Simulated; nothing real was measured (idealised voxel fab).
process module | voxel local oxidation
cross-section cut | 280 nm wide | cells 5 nm
A cross-section is a grid of square cells, given in bands from the top down. A band is one or more rows of cells.
Each band's line starts with the height of the band's top and of its bottom, in nm. Then come its materials from left to right, each with its width in nm. One material with "throughout" fills the band from edge to edge. "air" is empty space.
Height 0 is the level under which the wafer as received is all one material. The lowest band goes on downwards, as in "0 down".
A width such as "30 to 40" changes by the same amount from each row of cells to the next, from the band's top row to its bottom row.
"no change" after a step means that no cell of the cross-section changed.
closed voids: empty space of 8 cells or more with no open way to the top, each as width x height at its distance from the left edge, in nm
after a step's settings: what the simulator itself notes on the step
overlay nm, on a step with a mask: how far to the right of its planned place the mask lay; to the left if negative
plan
1 op RECEIVE | material Si
2 op CONFORMAL_DEP | material SiO2 | thk nm 5
3 op CONFORMAL_DEP | material SiN | thk nm 15
4 op DIRECTIONAL_DEP | material aC | thk nm 15
5 op PATTERN | tone cover | mask id ACTIVE | material resist | width nm 125 | thk nm 30 | overlay nm -15
6 op DIRECTIONAL_ETCH | etch materials aC | depth nm 15
7 op STRIP | etch materials resist
8 op DIRECTIONAL_ETCH | etch materials SiN | depth nm 15
9 op STRIP | etch materials aC
10 op SELECTIVE_ETCH | etch materials SiO2 | depth nm 5
11 op OXIDIZE | depth nm 15
12 op STRIP | etch materials SiN
varied across the wafers: overlay nm of step 5. The plan shows the first wafer's value. All wafers start alike
first wafer as received, after step 1
  0 down: Si throughout
  closed voids: none
first wafer at the end, after step 12
  5 to 0: air 65 | SiO2 115 | air 100
  0 to -15: SiO2 80 | Si 85 | SiO2 115
  -15 down: Si throughout
  closed voids: none
last wafer at the end
  5 to 0: air 95 | SiO2 115 | air 70
  0 to -15: SiO2 110 | Si 85 | SiO2 85
  -15 down: Si throughout
  closed voids: none
each wafer at the end: cells of each material gained (+) or lost (-) since it was received, then its closed voids
overlay nm -15 | -117 Si | +140 SiO2 | closed voids: none
overlay nm -10 | -117 Si | +140 SiO2 | closed voids: none
overlay nm -5 | -117 Si | +140 SiO2 | closed voids: none
overlay nm 0 | -117 Si | +140 SiO2 | closed voids: none
overlay nm 5 | -117 Si | +140 SiO2 | closed voids: none
overlay nm 10 | -117 Si | +140 SiO2 | closed voids: none
overlay nm 15 | -117 Si | +140 SiO2 | closed voids: none
